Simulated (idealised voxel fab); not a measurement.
Name of the process module below: voxel trench capacitor
Section shown: cut. Width: 270 nm. Cell size: 5 nm, square.
Cross-section = grid of square cells, listed top down in bands; band = one or more rows.
Each band's line starts with the height of the band's top and of its bottom, in nm. Then come its materials from left to right, each with its width in nm. One material with "full width" fills the band from edge to edge. "empty" is empty space.
Below 0: as-received wafer, all one material; heights counted from there. Lowest band: no bottom, goes on down, written "0 -> down".
It should be noted that a width expressed as "30 to 40" varies in equal increments from row to row of cells within the band, taking the value of the first number at the top row and that of the second number at the bottom row.
You'll sometimes find "nothing got changed" written for a step, and that's the way of saying that nowhere in the cross-section did a cell change during that step.
In the "Cavities, sealed" entry, you get each enclosed empty space of 8 cells or more, one with no open way to the top, written width x height at distance, distance from the left edge, in nm.
Step line, after settings: the simulator's comment on this step.
overlay nm: on a step with a mask, how far right of its planned place the mask lay; negative means left.
Below is the list of planned process steps
1,op RECEIVE | material Si
2,op CONFORMAL_DEP | material SiN | thk nm 5
3,op PATTERN | tone open | mask id TRENCH | material resist | width nm 25 | pitch nm 50 | thk nm 20 | overlay nm 0
4,op DIRECTIONAL_ETCH | etch materials SiN | depth nm 5
5,op DIRECTIONAL_ETCH | etch materials Si | depth nm 40
6,op STRIP | etch materials resist
7,op CONFORMAL_DEP | material SiO2 | thk nm 5
8,op FILL_DEP | material polySi | thk nm 5
9,op CMP | height nm 5
Cross-section of the wafer as it came to us, i.e., already through step 1
	0 -> down  Si full width
	Cavities, sealed: none
This is how the wafer looks in cross-section once the module is done, given the starting state and plan above and one mistake in carrying the plan out
	5 -> 0  SiN (65) | SiO2 (5) | polySi (15) | SiO2 (5) | SiN (25) | SiO2 (5) | polySi (15) | SiO2 (5) | SiN (25) | SiO2 (5) | polySi (15) | SiO2 (5) | SiN (80)
	0 -> -35  Si (65) | SiO2 (5) | polySi (15) | SiO2 (5) | Si (25) | SiO2 (5) | polySi (15) | SiO2 (5) | Si (25) | SiO2 (5) | polySi (15) | SiO2 (5) | Si (80)
	-35 -> -40  Si (65) | SiO2 (25) | Si (25) | SiO2 (25) | Si (25) | SiO2 (25) | Si (80)
	-40 -> down  Si full width
	Cavities, sealed: none
Run error: step 3 ran with different settings than intended, the actual operation and settings being op PATTERN | tone open | mask id TRENCH | material resist | width nm 25 | pitch nm 50 | thk nm 20 | overlay nm -5
